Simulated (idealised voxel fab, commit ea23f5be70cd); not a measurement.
Name of the process module below: voxel double patterning
Each square cell in cross-section cut measures 5 nm, and the section as a whole is 195 nm wide.
Square cells in a grid make up a cross-section in this document, and the grid is given as bands, listed from the top down, each one or more rows of cells. Quick guide to a band line: top height, bottom height (nm) up front; then every material left to right with its width in nm. Only one material and it's marked "full width"? Then it fills the band edge to edge. And "blank" just means empty space. For the purposes of this specification, 0 denotes the height below which the wafer in its as-received condition is composed wholly of one material, and the lowermost band, lacking a lower limit, extends downward without end, as expressed in "top 0, no bottom". Think of "30 to 40" as a width that walks from the first number to the second as you go down the band, top row to bottom row, taking equal-sized steps from row to row. "remains unaltered" for a step: no cell of the cross-section changed in that step. Closed-off voids of 8+ cells (no open route to the top) go in "closed voids", written width x height at distance from the left edge, in nm. Step line, after settings: the simulator's comment on this step. You can add "overlay nm" to a step's line. For a step with a mask, it describes how far the mask lay to the right of its planned position, and a negative number describes a lay to the left.

[The steps planned for the process are as follows]
| 1 | RECEIVE | material Si |
| 2 | CONFORMAL_DEP | material SiO2 | thk nm 5 |
| 3 | DIRECTIONAL_DEP | material polySi | thk nm 20 |
| 4 | DIRECTIONAL_DEP | material SiN | thk nm 5 |
| 5 | DIRECTIONAL_DEP | material aC | thk nm 10 |
| 6 | PATTERN | tone open | mask id FIRST | material resist | width nm 15 | pitch nm 50 | thk nm 30 | overlay nm 0 |
| 7 | DIRECTIONAL_ETCH | etch materials aC | depth nm 10 |
| 8 | STRIP | etch materials resist |
| 9 | DIRECTIONAL_ETCH | etch materials SiN | depth nm 5 |
| 10 | STRIP | etch materials aC |
| 11 | PATTERN | tone open | mask id SECOND | material resist | width nm 15 | thk nm 20 | overlay nm 0 |
| 12 | DIRECTIONAL_ETCH | etch materials SiN | depth nm 5 |
| 13 | STRIP | etch materials resist |
| 14 | DIRECTIONAL_ETCH | etch materials polySi | depth nm 20 |
| 15 | STRIP | etch materials SiN |

[as received, after step 1]
> top 0, no bottom: Si full width
> closed voids: none

[Cross-section: first of two wafers, module finished, run according to plan]
> top 25, bottom 5: 65 nm polySi, then 15 nm blank, then 10 nm polySi, then 15 nm blank, then 10 nm polySi, then 15 nm blank, then 65 nm polySi
> top 5, bottom 0: SiO2 full width
> top 0, no bottom: Si full width
> closed voids: none

[Second wafer of the two, sectioned at the end of the module. It began like the first and followed the same plan, but one mistake was made while running it]
> top 25, bottom 5: 65 nm blank, then 15 nm polySi, then 35 nm blank, then 15 nm polySi, then 65 nm blank
> top 5, bottom 0: SiO2 full width
> top 0, no bottom: Si full width
> closed voids: none
Heads up, the wafer didn't run the way we planned it: the process deviated at step 6: the operation and settings actually run there were PATTERN | tone cover | mask id FIRST | material resist | width nm 15 | pitch nm 50 | thk nm 30 | overlay nm 0
It is noted that, at the conclusion of processing, the second wafer exhibits a higher or lower cell count for certain materials relative to the first: polySi: 96 fewer
